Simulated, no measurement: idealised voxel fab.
Name of the process module below: voxel self aligned vias
The cross-section shown here is cut; it is 245 nm wide and divided into square cells measuring 5 nm on a side.
Throughout this document, each cross-section is represented as a grid of square cells and is presented as a sequence of bands enumerated from the top downward, where a band comprises one or more rows of cells. Band entry format. Leading values: height of top, height of bottom, nm. Remainder: materials in left-to-right order, each with its width in nm. Special words: "throughout" on a single material, which then fills the band edge to edge; "blank", empty space. Note: height 0 marks the level under which the wafer is uniformly one material as received. Lowest band unbounded below, written "0 down". Quick explanation for "30..40": the width changes in equal steps down the rows of cells, from the first number in the band's top row to the second number in its bottom row. Any step labelled "no change" changed none of the cells in the cross-section. Under "Sealed voids" you'll find the enclosed gaps, the ones with no way out to the top, that are 8 cells or bigger; each reads width x height at distance, with distance counted from the left edge, everything in nm. Note: text after step settings on the step line = simulator remark on that step. A step line may carry the setting "overlay nm", which, for steps involving a mask, states the distance by which the mask lay to the right of its intended position; negative values denote displacement to the left.
-- plan
1: RECEIVE: material Si
2: CONFORMAL_DEP: material SiO2, thk nm 15
3: CONFORMAL_DEP: material SiCN, thk nm 5
4: DIRECTIONAL_DEP: material lowk, thk nm 20
5: DIRECTIONAL_DEP: material aC, thk nm 10
6: PATTERN: tone open, mask id LINES, material resist, width nm 30, pitch nm 70, thk nm 30, overlay nm 0
7: DIRECTIONAL_ETCH: etch materials aC, depth nm 10
8: STRIP: etch materials resist
9: DIRECTIONAL_ETCH: etch materials lowk, depth nm 20
10: STRIP: etch materials aC
11: CONFORMAL_DEP: material TiN, thk nm 5
12: FILL_DEP: material W, thk nm 10
13: CMP: height nm 40
14: SELECTIVE_ETCH: etch materials W Ru TiN, depth nm 10
15: FILL_DEP: material SiN, thk nm 10
16: CMP: height nm 40
17: DIRECTIONAL_DEP: material lowk, thk nm 20
18: PATTERN: tone open, mask id VIAS, material resist, width nm 40, pitch nm 70, thk nm 15, overlay nm 0
19: DIRECTIONAL_ETCH: etch materials lowk, depth nm 20
20: DIRECTIONAL_ETCH: etch materials SiN, depth nm 10
21: STRIP: etch materials resist
22: CONFORMAL_DEP: material TiN, thk nm 5
23: FILL_DEP: material Ru, thk nm 10
24: CMP: height nm 60
25: CONFORMAL_DEP: material SiCN, thk nm 5
-- As-received wafer cross-section (after step 1)
0 down | Si throughout
Sealed voids: none
-- Cross-sectional result after module completion. Note: starting condition and plan are unchanged from above; one processing mistake was made
65 to 60 | SiCN throughout
60 to 35 | 30 of lowk / 5 of TiN / 30 of Ru / 5 of TiN / 30 of lowk / 5 of TiN / 30 of Ru / 5 of TiN / 30 of lowk / 5 of TiN / 30 of Ru / 5 of TiN / 35 of lowk
35 to 30 | 30 of lowk / 40 of TiN / 30 of lowk / 40 of TiN / 30 of lowk / 40 of TiN / 35 of lowk
30 to 25 | 30 of lowk / 5 of TiN / 30 of W / 5 of TiN / 30 of lowk / 5 of TiN / 30 of W / 5 of TiN / 30 of lowk / 5 of TiN / 30 of W / 5 of TiN / 35 of lowk
25 to 20 | 30 of lowk / 40 of TiN / 30 of lowk / 40 of TiN / 30 of lowk / 40 of TiN / 35 of lowk
20 to 15 | SiCN throughout
15 to 0 | SiO2 throughout
0 down | Si throughout
Sealed voids: none
what went wrong: heads up, step 6 didn't go per plan, it actually ran as PATTERN: tone open, mask id LINES, material resist, width nm 40, pitch nm 70, thk nm 30, overlay nm 0
